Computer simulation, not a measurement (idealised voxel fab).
Name of the process module below: voxel ribs on slabs
Cross-sectional view cut (width: 245 nm; square cell size: 5 nm).
We lay out every cross-section as a grid of square cells and spell it out in bands from the top down, where one band means one or more rows of cells. In this notation a band is specified by the heights of its top and bottom, in that order and in nm, after which its materials appear from left to right, each paired with its width in nm. The word "all across" attached to a single material means that material fills the band from edge to edge; the word "air" stands for empty space. Note: height 0 marks the level under which the wafer is uniformly one material as received. Lowest band unbounded below, written "from 0 down". The two numbers in a width such as "30->40" mark its ends across the band: the first belongs to the top row of cells, the second to the bottom row, and from each row to the next the width moves by the same amount. Step marked "no change"? Then no cell in the cross-section changed in it. Reported under the label "Closed internal cavities" are the empty spaces having no open way to the top and comprising 8 cells or more; the notation for each is width x height at distance, in which the distance is measured from the left edge and all three values are in nm. Anything after a step's settings on that line? It's the simulator's own note about the step. You can add "overlay nm" to a step's line. For a step with a mask, it describes how far the mask lay to the right of its planned position, and a negative number describes a lay to the left.
## The following list gives the planned process steps
step 1: RECEIVE (material Si)
step 2: DIRECTIONAL_DEP (material SiO2; thk nm 25)
step 3: DIRECTIONAL_DEP (material SiN; thk nm 25)
step 4: DIRECTIONAL_DEP (material aC; thk nm 15)
step 5: PATTERN (tone cover; mask id RIB; material resist; width nm 15; thk nm 30; overlay nm 0)
step 6: DIRECTIONAL_ETCH (etch materials aC; depth nm 15)
step 7: STRIP (etch materials resist)
step 8: DIRECTIONAL_ETCH (etch materials SiN; depth nm 5)
step 9: STRIP (etch materials aC)
step 10: MASKED_ETCH (tone cover; mask id SLAB; width nm 55; etch materials SiN; depth nm 20; overlay nm 0)
step 11: FILL_DEP (material SiO2; thk nm 20)
step 12: CMP (height nm 65)
step 13: DIRECTIONAL_DEP (material TiN; thk nm 10)
step 14: PATTERN (tone cover; mask id HEATER; material resist; width nm 25; thk nm 15; overlay nm 0)
step 15: DIRECTIONAL_ETCH (etch materials TiN; depth nm 10)
step 16: STRIP (etch materials resist)
step 17: CONFORMAL_DEP (material SiN; thk nm 10)
## Incoming wafer in cross-section (state: after step 1)
- from 0 down = Si all across
- Closed internal cavities: none
## Module complete - cross-section of the first of two wafers, run according to plan
- from 85 to 75 = 100 of air, 45 of SiN, 100 of air
- from 75 to 65 = 110 of SiN, 25 of TiN, 110 of SiN
- from 65 to 50 = SiO2 all across
- from 50 to 45 = 115 of SiO2, 15 of SiN, 115 of SiO2
- from 45 to 25 = 95 of SiO2, 55 of SiN, 95 of SiO2
- from 25 to 0 = SiO2 all across
- from 0 down = Si all across
- Closed internal cavities: none
## second wafer at the end: like start, like plan, one mistake
- from 75 to 65 = 110 of air, 25 of TiN, 110 of air
- from 65 to 50 = SiO2 all across
- from 50 to 45 = 115 of SiO2, 15 of SiN, 115 of SiO2
- from 45 to 25 = 95 of SiO2, 55 of SiN, 95 of SiO2
- from 25 to 0 = SiO2 all across
- from 0 down = Si all across
- Closed internal cavities: none
what went wrong: step 17 of the plan was omitted and not executed
Heads up, by the end the second wafer has more or fewer cells of some materials compared to the first: -106 SiN
